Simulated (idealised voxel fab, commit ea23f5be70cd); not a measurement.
Documented hereafter: the process module known as voxel self aligned vias.
Square cell edge 5 nm, section width 300 nm, ID cut.
Heads up, the way a cross-section reads in here is a grid of square cells, handed over as bands from the top down, with every band being one or more rows of cells. Per band: top height and bottom height in nm, followed by the left-to-right materials and their widths in nm; "full width" marks a single material spanning edge to edge, "air" marks empty space. Heights are measured from 0, the level below which the as-received wafer is all one material; the lowest band has no bottom and continues downward, written as in "from 0 down". Width "30..40": first value at the band's top row of cells, second value at its bottom row, equal change from row to row. Key: "changes: none" - step with no changed cell in the cross-section. So "Closed void listing" is basically the list of trapped voids: any empty space of 8 cells or more that can't reach the top through an opening. They're written width x height at distance, the distance being from the left edge, and it's all nm. Heads up: the bit after the settings on a step's line is the simulator's remark on that step. "overlay nm" answers the question of how far to the right of plan the mask lay on a step that has a mask, and when it is negative the answer is to the left.

So here's the lineup of process steps we planned
1,RECEIVE,material Si
2,CONFORMAL_DEP,material SiO2,thk nm 15
3,CONFORMAL_DEP,material SiCN,thk nm 5
4,DIRECTIONAL_DEP,material SiO2,thk nm 25
5,PATTERN,tone open,mask id LINES,material resist,width nm 20,pitch nm 60,thk nm 15,overlay nm 0
6,DIRECTIONAL_ETCH,etch materials SiO2,depth nm 25
7,STRIP,etch materials resist
8,CONFORMAL_DEP,material TiN,thk nm 5
9,FILL_DEP,material W,thk nm 10
10,CMP,height nm 45
11,SELECTIVE_ETCH,etch materials W Ru TiN,depth nm 5
12,FILL_DEP,material SiN,thk nm 5
13,CMP,height nm 45
14,DIRECTIONAL_DEP,material SiO2,thk nm 20
15,DIRECTIONAL_DEP,material aC,thk nm 10
16,PATTERN,tone open,mask id VIAS,material resist,width nm 40,pitch nm 60,thk nm 30,overlay nm 0
17,DIRECTIONAL_ETCH,etch materials aC,depth nm 10
18,STRIP,etch materials resist
19,DIRECTIONAL_ETCH,etch materials SiO2,depth nm 20
20,DIRECTIONAL_ETCH,etch materials SiN,depth nm 5
21,STRIP,etch materials aC
22,CONFORMAL_DEP,material TiN,thk nm 5
23,FILL_DEP,material Ru,thk nm 10
24,CMP,height nm 65
25,CONFORMAL_DEP,material SiN,thk nm 5

Wafer at receipt (post step 1), cross-section
  from 0 down = Si full width
  Closed void listing: none

Final cross-section, module run with one mistake (start and plan as above)
  from 70 to 65 = SiN full width
  from 65 to 50 = Ru 65 nm; TiN 5 nm; SiO2 40 nm; TiN 5 nm; Ru 10 nm; TiN 5 nm; SiO2 40 nm; TiN 5 nm; Ru 10 nm; TiN 5 nm; SiO2 40 nm; TiN 5 nm; Ru 65 nm
  from 50 to 45 = TiN 70 nm; SiO2 40 nm; TiN 20 nm; SiO2 40 nm; TiN 20 nm; SiO2 40 nm; TiN 70 nm
  from 45 to 40 = SiO2 80 nm; SiN 20 nm; SiO2 40 nm; SiN 20 nm; SiO2 40 nm; SiN 20 nm; SiO2 80 nm
  from 40 to 25 = SiO2 80 nm; TiN 5 nm; W 10 nm; TiN 5 nm; SiO2 40 nm; TiN 5 nm; W 10 nm; TiN 5 nm; SiO2 40 nm; TiN 5 nm; W 10 nm; TiN 5 nm; SiO2 80 nm
  from 25 to 20 = SiO2 80 nm; TiN 20 nm; SiO2 40 nm; TiN 20 nm; SiO2 40 nm; TiN 20 nm; SiO2 80 nm
  from 20 to 15 = SiCN full width
  from 15 to 0 = SiO2 full width
  from 0 down = Si full width
  Closed void listing: none
What went wrong in running the wafer? step 16 ran with different settings than intended, the actual operation and settings being PATTERN,tone cover,mask id VIAS,material resist,width nm 40,pitch nm 60,thk nm 30,overlay nm 0
